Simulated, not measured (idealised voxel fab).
Title: Process Module voxel gate over fins
The figure presents cross-section cut, which has a width of 240 nm and is divided into square cells with an edge length of 5 nm.
Each cross-section below is a grid of square cells, stated as bands in top-down order, with one or more rows of cells making up each band. Quick guide to a band line: top height, bottom height (nm) up front; then every material left to right with its width in nm. Only one material and it's marked "everywhere"? Then it fills the band edge to edge. And "blank" just means empty space. Where do heights start? At 0: under that level the wafer as delivered is made of one material only. And the lowest band has no floor; it just carries on downward, as in "z 0 and below". Top row gets the first number, bottom row gets the second, and each row in between changes by the same step: that is how a band width like "30 to 40" works. Where the words "no modification" appear for a step, the cross-section shows no cell changed by that step; every cell remained as before. What "Listed closed voids" gives you is every empty space of 8 cells or more that is cut off from the top. Each appears as width x height at distance, with the distance taken from the left edge and width, height and distance all in nm. Post-settings text on a step line: simulator's own remark regarding the step. overlay nm: how far to the right of its planned place the mask lay on this masked step (negative: to the left).

Process steps - plan:
1,RECEIVE | material Si
2,CONFORMAL_DEP | material SiN | thk nm 10
3,PATTERN | tone cover | mask id FINS | material resist | width nm 15 | pitch nm 35 | thk nm 15 | overlay nm 0
4,DIRECTIONAL_ETCH | etch materials SiN | depth nm 10
5,DIRECTIONAL_ETCH | etch materials Si | depth nm 40
6,STRIP | etch materials resist
7,FILL_DEP | material SiO2 | thk nm 10
8,CMP | height nm 10
9,SELECTIVE_ETCH | etch materials SiO2 | depth nm 20
10,STRIP | etch materials SiN
11,CONFORMAL_DEP | material HfO2 | thk nm 5
12,CONFORMAL_DEP | material TiN | thk nm 5
13,CONFORMAL_DEP | material TiAl | thk nm 5
14,CONFORMAL_DEP | material TiN | thk nm 5
15,FILL_DEP | material W | thk nm 10
16,CMP | height nm 25
17,CONFORMAL_DEP | material SiCN | thk nm 10

So this is the incoming wafer in cross-section - it's already been through step 1:
* z 0 and below = Si everywhere
* Listed closed voids: none

First of two wafers at the end of the module, shown in cross-section; run carried out as planned:
* z 35 to 25 = SiCN everywhere
* z 25 to 20 = W everywhere
* z 20 to 15 = 55 of W | 125 of TiN | 60 of W
* z 15 to 10 = 55 of W | 5 of TiN | 115 of TiAl | 5 of TiN | 60 of W
* z 10 to 5 = 60 of TiN | 5 of TiAl | 105 of TiN | 5 of TiAl | 65 of TiN
* z 5 to 0 = 65 of TiAl | 5 of TiN | 25 of HfO2 | 10 of TiN | 25 of HfO2 | 10 of TiN | 25 of HfO2 | 5 of TiN | 70 of TiAl
* z 0 to -5 = 70 of TiN | 5 of HfO2 | 15 of Si | 5 of HfO2 | 10 of TiN | 5 of HfO2 | 15 of Si | 5 of HfO2 | 10 of TiN | 5 of HfO2 | 15 of Si | 5 of HfO2 | 75 of TiN
* z -5 to -10 = 75 of HfO2 | 15 of Si | 20 of HfO2 | 15 of Si | 20 of HfO2 | 15 of Si | 80 of HfO2
* z -10 to -40 = 75 of SiO2 | 15 of Si | 20 of SiO2 | 15 of Si | 20 of SiO2 | 15 of Si | 80 of SiO2
* z -40 and below = Si everywhere
* Listed closed voids: none

Second wafer through the module, sectioned at the end: same beginning and same plan as the first wafer, with one mistake in carrying it out:
* z 35 to 25 = SiCN everywhere
* z 25 to 20 = W everywhere
* z 20 to 15 = 55 of W | 130 of TiN | 55 of W
* z 15 to 10 = 55 of W | 5 of TiN | 120 of TiAl | 5 of TiN | 55 of W
* z 10 to 5 = 60 of TiN | 5 of TiAl | 110 of TiN | 5 of TiAl | 60 of TiN
* z 5 to 0 = 65 of TiAl | 5 of TiN | 30 of HfO2 | 5 of TiN | 30 of HfO2 | 5 of TiN | 30 of HfO2 | 5 of TiN | 65 of TiAl
* z 0 to -5 = 70 of TiN | 5 of HfO2 | 20 of Si | 5 of HfO2 | 5 of TiN | 5 of HfO2 | 20 of Si | 5 of HfO2 | 5 of TiN | 5 of HfO2 | 20 of Si | 5 of HfO2 | 70 of TiN
* z -5 to -10 = 75 of HfO2 | 20 of Si | 15 of HfO2 | 20 of Si | 15 of HfO2 | 20 of Si | 75 of HfO2
* z -10 to -40 = 75 of SiO2 | 20 of Si | 15 of SiO2 | 20 of Si | 15 of SiO2 | 20 of Si | 75 of SiO2
* z -40 and below = Si everywhere
* Listed closed voids: none
It is concluded that the wafer was processed incorrectly with respect to the plan, in that for step 3, the planned setting was not used; the step was instead run as PATTERN | tone cover | mask id FINS | material resist | width nm 20 | pitch nm 35 | thk nm 15 | overlay nm 0
Once processing is complete, comparing cell counts shows that the second wafer has more or fewer of certain materials than the first: +24 Si; -18 SiO2; -4 TiN; -2 W
